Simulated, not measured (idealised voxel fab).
The name of this process module is voxel ribs on slabs.
FYI the section here is cut, 170 nm wide, cells are 5 nm squares.
Cross-section format: a grid of square cells, given as bands from top to bottom; each band is one or more rows of cells. Quick guide to a band line: top height, bottom height (nm) up front; then every material left to right with its width in nm. Only one material and it's marked "full width"? Then it fills the band edge to edge. And "empty" just means empty space. Height is counted from the level 0, under which the received wafer is composed throughout of one material. The lowest of the bands is not closed at the bottom but continues downward, in the notation "0..down". With a width like "30 to 40", each row of cells in the band differs from the next by the same amount, the top row carrying the first number and the bottom row the second. Reading "remained the same" for a step: not a cell of the cross-section changed in it. Under "Fully enclosed voids" you'll find the enclosed gaps, the ones with no way out to the top, that are 8 cells or bigger; each reads width x height at distance, with distance counted from the left edge, everything in nm. Anything after a step's settings on that line? It's the simulator's own note about the step. overlay nm: right-of-plan distance of the mask on a masked step; negative values mean left-of-plan.

Process steps (planned):
1: RECEIVE, material Si
2: DIRECTIONAL_DEP, material SiO2, thk nm 30
3: DIRECTIONAL_DEP, material polySi, thk nm 5
4: PATTERN, tone cover, mask id RIB, material resist, width nm 25, thk nm 20, overlay nm 0
5: DIRECTIONAL_ETCH, etch materials polySi, depth nm 5
6: STRIP, etch materials resist
7: DIRECTIONAL_DEP, material aC, thk nm 15
8: PATTERN, tone cover, mask id SLAB, material resist, width nm 65, thk nm 35, overlay nm 0
9: DIRECTIONAL_ETCH, etch materials aC, depth nm 15
10: STRIP, etch materials resist
11: DIRECTIONAL_ETCH, etch materials polySi, depth nm 10
12: STRIP, etch materials aC
13: FILL_DEP, material SiO2, thk nm 25
14: CMP, height nm 60
15: DIRECTIONAL_DEP, material W, thk nm 5
16: DIRECTIONAL_DEP, material aC, thk nm 10
17: PATTERN, tone cover, mask id HEATER, material resist, width nm 35, thk nm 30, overlay nm 0
18: DIRECTIONAL_ETCH, etch materials aC, depth nm 10
19: STRIP, etch materials resist
20: DIRECTIONAL_ETCH, etch materials W, depth nm 5
21: STRIP, etch materials aC
22: CONFORMAL_DEP, material SiN, thk nm 5
Heads up: all these wafers start the same, and what changes between them is the thk nm in step 3. The value you see in the plan is just what the first wafer got.

First wafer as received, after step 1:
  0..down = Si full width
  Fully enclosed voids: none

Heads up, this table goes wafer by wafer. A row tells you, at the end of the module, how many cells of each material that wafer has put on (+) or dropped (-) since it was received, and then its closed voids:
thk nm 5, +36 SiN, +403 SiO2, +7 W, +5 polySi, Fully enclosed voids: none
thk nm 10, +36 SiN, +390 SiO2, +7 W, +18 polySi, Fully enclosed voids: none
thk nm 15, +36 SiN, +377 SiO2, +7 W, +31 polySi, Fully enclosed voids: none
thk nm 20, +36 SiN, +343 SiO2, +7 W, +65 polySi, Fully enclosed voids: none
thk nm 25, +36 SiN, +309 SiO2, +7 W, +99 polySi, Fully enclosed voids: none
thk nm 30, +36 SiN, +275 SiO2, +7 W, +133 polySi, Fully enclosed voids: none
